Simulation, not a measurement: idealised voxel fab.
The document below concerns the process module designated voxel double patterning.
This is section cut - it's 175 nm across, gridded in 5 nm square cells.
How to read a cross-section here: the picture is a grid of square cells, written as bands going from the top down, and any band can span one or more rows of cells.
Band: top height; bottom height; in nm. Then, left to right: material with width in nm, for each material. "throughout": a single material spanning edge to edge. "blank": empty space.
A quick word on heights: they are counted from 0, and under that level the wafer as it came to us is one material throughout. The lowest band is different from the rest in having no bottom; it simply continues downward, written as in "z 0 and below".
Per-row width for "30 to 40": begins at first number (top row of band), ends at second number (bottom row), increment between rows held constant.
It should be understood that the words "same as before", when stated for a given step, signify that the cross-section underwent no change in any of its cells during that step.
For the entry "Internal closed voids", the listed items are empty spaces with no open way to the top whose size is 8 cells or more; each item follows the pattern width x height at distance, where distance is from the left edge and all three are in nm.
Post-settings text on a step line: simulator's own remark regarding the step.
A step line may carry the setting "overlay nm", which, for steps involving a mask, states the distance by which the mask lay to the right of its intended position; negative values denote displacement to the left.

## List of planned process steps
1 RECEIVE with material Si
2 CONFORMAL_DEP with material SiN, thk nm 10
3 DIRECTIONAL_DEP with material SiO2, thk nm 15
4 DIRECTIONAL_DEP with material SiCN, thk nm 5
5 MASKED_ETCH with tone open, mask id FIRST, width nm 15, pitch nm 50, etch materials SiCN, depth nm 5, overlay nm 0
6 DIRECTIONAL_DEP with material aC, thk nm 15
7 PATTERN with tone open, mask id SECOND, material resist, width nm 15, thk nm 35, overlay nm 0
8 DIRECTIONAL_ETCH with etch materials aC, depth nm 15
9 STRIP with etch materials resist
10 DIRECTIONAL_ETCH with etch materials SiCN, depth nm 5
11 STRIP with etch materials aC
12 DIRECTIONAL_ETCH with etch materials SiO2, depth nm 15
13 STRIP with etch materials SiCN
All wafers enter the flow in the same state. The width nm at step 7 differs from wafer to wafer, and the plan gives the value for the first wafer.

## After step 1, as received: first of several wafers, cross-section
	z 0 and below | Si throughout
	Internal closed voids: none

## Every row in this table is a wafer at the end of the module, and it gives, for each of the materials, the cells that wafer has gained (+) or lost (-) since it was received, then its closed voids
width nm 15; +70 SiN; +78 SiO2; Internal closed voids: none
width nm 20; +70 SiN; +75 SiO2; Internal closed voids: none
width nm 25; +70 SiN; +72 SiO2; Internal closed voids: none
width nm 30; +70 SiN; +69 SiO2; Internal closed voids: none
